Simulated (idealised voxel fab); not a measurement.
Process module, titled voxel ribs on slabs
This is section cut - it's 155 nm across, gridded in 5 nm square cells.
Just so we're on the same page, the cross-sections are grids of square cells, and they're listed out in bands top to bottom, each band one or more rows deep.
Heads up on the band format: heights come first, top then bottom, in nm. After that it's the materials left to right, each with its width in nm. A single material flagged "edge to edge" fills the whole band edge to edge, and "empty" means there's empty space there.
Zero point of the height axis is 0; under it, received wafer = one material. Lowest band: continues down indefinitely, "0 and below".
You'd read "30->40" like this: the band's top row of cells is as wide as the first number, its bottom row is as wide as the second, and going down, every row changes width by the same amount as the row before did.
Step marked "nothing different"? Then no cell in the cross-section changed in it.
"Sealed void listing" contains a list of empty spaces, each no smaller than 8 cells and without an open way to the top, written in the form width x height at distance with the distance from the left edge and all three in nm.
Note: text after step settings on the step line = simulator remark on that step.
The line of a step may include "overlay nm". On a step with a mask, this value is how far to the right of its planned place the mask lay. A negative value means the mask lay to the left.

These are the steps we planned for the process:
step 1: RECEIVE | material Si
step 2: DIRECTIONAL_DEP | material SiO2 | thk nm 20
step 3: DIRECTIONAL_DEP | material polySi | thk nm 20
step 4: PATTERN | tone cover | mask id RIB | material resist | width nm 20 | thk nm 20 | overlay nm 0
step 5: DIRECTIONAL_ETCH | etch materials polySi | depth nm 15
step 6: STRIP | etch materials resist
step 7: PATTERN | tone cover | mask id SLAB | material resist | width nm 60 | thk nm 20 | overlay nm 0
step 8: DIRECTIONAL_ETCH | etch materials polySi | depth nm 5
step 9: STRIP | etch materials resist
step 10: FILL_DEP | material SiO2 | thk nm 25
step 11: CMP | height nm 60
step 12: DIRECTIONAL_DEP | material W | thk nm 5
step 13: PATTERN | tone cover | mask id HEATER | material resist | width nm 30 | thk nm 15 | overlay nm 0
step 14: DIRECTIONAL_ETCH | etch materials W | depth nm 5
step 15: STRIP | etch materials resist
step 16: CONFORMAL_DEP | material SiO2 | thk nm 5

Wafer at receipt (post step 1), cross-section:
0 and below = Si edge to edge
Sealed void listing: none

This is how the wafer looks in cross-section once the module is done, given the starting state and plan above and one mistake in carrying the plan out:
70 down to 65 = 55 of empty  40 of SiO2  60 of empty
65 down to 60 = 60 of SiO2  30 of W  65 of SiO2
60 down to 40 = SiO2 edge to edge
40 down to 25 = 55 of SiO2  20 of polySi  80 of SiO2
25 down to 20 = 45 of SiO2  60 of polySi  50 of SiO2
20 down to 0 = SiO2 edge to edge
0 and below = Si edge to edge
Sealed void listing: none
Want to know what went wrong? step 4 went in with a setting other than planned; the actual run was PATTERN | tone cover | mask id RIB | material resist | width nm 20 | thk nm 20 | overlay nm -10
